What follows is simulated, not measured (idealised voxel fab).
The following process module bears the name voxel self aligned vias.
The width of the displayed cross-section, cut, is 220 nm; its cells are square, with a size of 5 nm.
A cross-section is written here as square cells arranged in a grid, and it is given in bands from the top down, each band taking up one or more rows of cells.
Band: top height; bottom height; in nm. Then, left to right: material with width in nm, for each material. "all across": a single material spanning edge to edge. "blank": empty space.
For the purposes of this specification, 0 denotes the height below which the wafer in its as-received condition is composed wholly of one material, and the lowermost band, lacking a lower limit, extends downward without end, as expressed in "z 0 and below".
A width such as "30 to 40" changes by the same amount from each row of cells to the next, from the band's top row to its bottom row.
It should be understood that the words "all unchanged", when stated for a given step, signify that the cross-section underwent no change in any of its cells during that step.
You'll see "Enclosed void inventory" listing empty spaces that have no way open to the top, as long as they're 8 cells or more; the notation is width x height at distance, where the distance is from the left edge, and all of it is in nm.
What comes after the settings on a step's line is commentary from the simulator itself on that step.
"overlay nm" answers the question of how far to the right of plan the mask lay on a step that has a mask, and when it is negative the answer is to the left.
[Process steps (planned)]
1: RECEIVE [material Si]
2: CONFORMAL_DEP [material SiO2] [thk nm 10]
3: CONFORMAL_DEP [material SiCN] [thk nm 5]
4: DIRECTIONAL_DEP [material lowk] [thk nm 25]
5: MASKED_ETCH [tone open] [mask id LINES] [width nm 20] [pitch nm 60] [etch materials lowk] [depth nm 25] [overlay nm 0]
6: CONFORMAL_DEP [material TiN] [thk nm 5]
7: FILL_DEP [material W] [thk nm 5]
8: CMP [height nm 40]
9: SELECTIVE_ETCH [etch materials W Ru TiN] [depth nm 5]
10: FILL_DEP [material SiN] [thk nm 10]
11: CMP [height nm 40]
12: DIRECTIONAL_DEP [material lowk] [thk nm 20]
13: MASKED_ETCH [tone open] [mask id VIAS] [width nm 40] [pitch nm 60] [etch materials lowk] [depth nm 20] [overlay nm 0]
14: MASKED_ETCH [tone open] [mask id VIAS] [width nm 40] [pitch nm 60] [etch materials SiN] [depth nm 5] [overlay nm 0]
15: CONFORMAL_DEP [material TiN] [thk nm 5]
16: FILL_DEP [material W] [thk nm 5]
17: CMP [height nm 60]
18: CONFORMAL_DEP [material SiN] [thk nm 5]
[Incoming wafer in cross-section (state: after step 1)]
  z 0 and below  Si all across
  Enclosed void inventory: none
[first wafer at the end, as planned]
  z 65 to 60  SiN all across
  z 60 to 45  lowk 60 nm / TiN 5 nm / W 30 nm / TiN 5 nm / lowk 20 nm / TiN 5 nm / W 30 nm / TiN 5 nm / lowk 60 nm
  z 45 to 40  lowk 60 nm / TiN 15 nm / W 10 nm / TiN 15 nm / lowk 20 nm / TiN 15 nm / W 10 nm / TiN 15 nm / lowk 60 nm
  z 40 to 35  lowk 70 nm / TiN 20 nm / lowk 40 nm / TiN 20 nm / lowk 70 nm
  z 35 to 20  lowk 70 nm / TiN 5 nm / W 10 nm / TiN 5 nm / lowk 40 nm / TiN 5 nm / W 10 nm / TiN 5 nm / lowk 70 nm
  z 20 to 15  lowk 70 nm / TiN 20 nm / lowk 40 nm / TiN 20 nm / lowk 70 nm
  z 15 to 10  SiCN all across
  z 10 to 0  SiO2 all across
  z 0 and below  Si all across
  Enclosed void inventory: none
[Cross-sectional view: second of two wafers, end of module; start and plan identical to the first, one mistake in running]
  z 65 to 60  SiN all across
  z 60 to 45  lowk 60 nm / TiN 5 nm / W 30 nm / TiN 5 nm / lowk 20 nm / TiN 5 nm / W 30 nm / TiN 5 nm / lowk 60 nm
  z 45 to 40  lowk 60 nm / TiN 15 nm / W 10 nm / TiN 15 nm / lowk 20 nm / TiN 15 nm / W 10 nm / TiN 15 nm / lowk 60 nm
  z 40 to 35  lowk 70 nm / TiN 20 nm / lowk 40 nm / TiN 20 nm / lowk 70 nm
  z 35 to 20  lowk 70 nm / TiN 5 nm / W 10 nm / TiN 5 nm / lowk 40 nm / TiN 5 nm / W 10 nm / TiN 5 nm / lowk 70 nm
  z 20 to 15  lowk 70 nm / TiN 20 nm / lowk 40 nm / TiN 20 nm / lowk 70 nm
  z 15 to 5  SiO2 all across
  z 5 to 0  SiCN all across
  z 0 and below  Si all across
  Enclosed void inventory: none
Nonconformance to the process plan: deviation from plan: step 3 and step 2 executed in one another's positions
In the final comparison it is observed that the number of cells assigned to each material is identical for the two wafers, whereas their placement is not.
